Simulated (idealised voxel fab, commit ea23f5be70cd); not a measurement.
Process module name: voxel ribs on slabs
Displayed cross-section: cut, width of 240 nm, square cells sized 5 nm.
Cross-section format: a grid of square cells, given as bands from top to bottom; each band is one or more rows of cells.
Within each band entry, the heights of the top and of the bottom of the band appear first, in that order and in nm; the materials of the band then follow from left to right, each with its corresponding width in nm. The designation "full width" on a single material indicates that it fills the band from edge to edge; the designation "blank" indicates empty space.
Height reference: 0 = level under which incoming wafer is all one material. Lowest band: no bottom, runs on downward, e.g. "top 0, no bottom".
So if you see something like "30 to 40" for the width, read it as the top row of the band sitting at the first number and the bottom row at the second, with every row in between moving by the same amount as the last.
For the purposes of this document, the phrase "same as before" attached to a step denotes that no cell within the cross-section was modified by that step.
Empty spaces without an open route to the top, at least 8 cells in extent, make up the entry "Closed void listing"; each is given as width x height at distance, where the distance is measured from the left edge, and all are in nm.
Where a step's line continues beyond its settings, the continuation is a remark by the simulator itself on that step.
overlay nm: mask right of planned place by this much (step with mask). Neg. = left.

Planned step list for the process:
1. RECEIVE, material Si
2. DIRECTIONAL_DEP, material SiO2, thk nm 30
3. DIRECTIONAL_DEP, material SiN, thk nm 20
4. MASKED_ETCH, tone cover, mask id RIB, width nm 30, etch materials SiN, depth nm 10, overlay nm 0
5. PATTERN, tone cover, mask id SLAB, material resist, width nm 70, thk nm 15, overlay nm 0
6. DIRECTIONAL_ETCH, etch materials SiN, depth nm 10
7. STRIP, etch materials resist
8. FILL_DEP, material SiO2, thk nm 25
9. CMP, height nm 65
10. DIRECTIONAL_DEP, material TiN, thk nm 5
11. MASKED_ETCH, tone cover, mask id HEATER, width nm 40, etch materials TiN, depth nm 5, overlay nm 0
12. CONFORMAL_DEP, material SiN, thk nm 10

Incoming wafer, cross-sectional view, post step 1:
- top 0, no bottom | Si full width
- Closed void listing: none

This is how the wafer looks in cross-section once the module is done, given the starting state and plan above and one mistake in carrying the plan out:
- top 80, bottom 75 | blank=90 / SiN=60 / blank=90
- top 75, bottom 70 | SiN full width
- top 70, bottom 65 | SiN=100 / TiN=40 / SiN=100
- top 65, bottom 50 | SiO2 full width
- top 50, bottom 40 | SiO2=105 / SiN=30 / SiO2=105
- top 40, bottom 30 | SiO2=90 / SiN=60 / SiO2=90
- top 30, bottom 0 | SiO2 full width
- top 0, no bottom | Si full width
- Closed void listing: none
Run error: the process deviated at step 5: the operation and settings actually run there were PATTERN, tone cover, mask id SLAB, material resist, width nm 60, thk nm 15, overlay nm 0
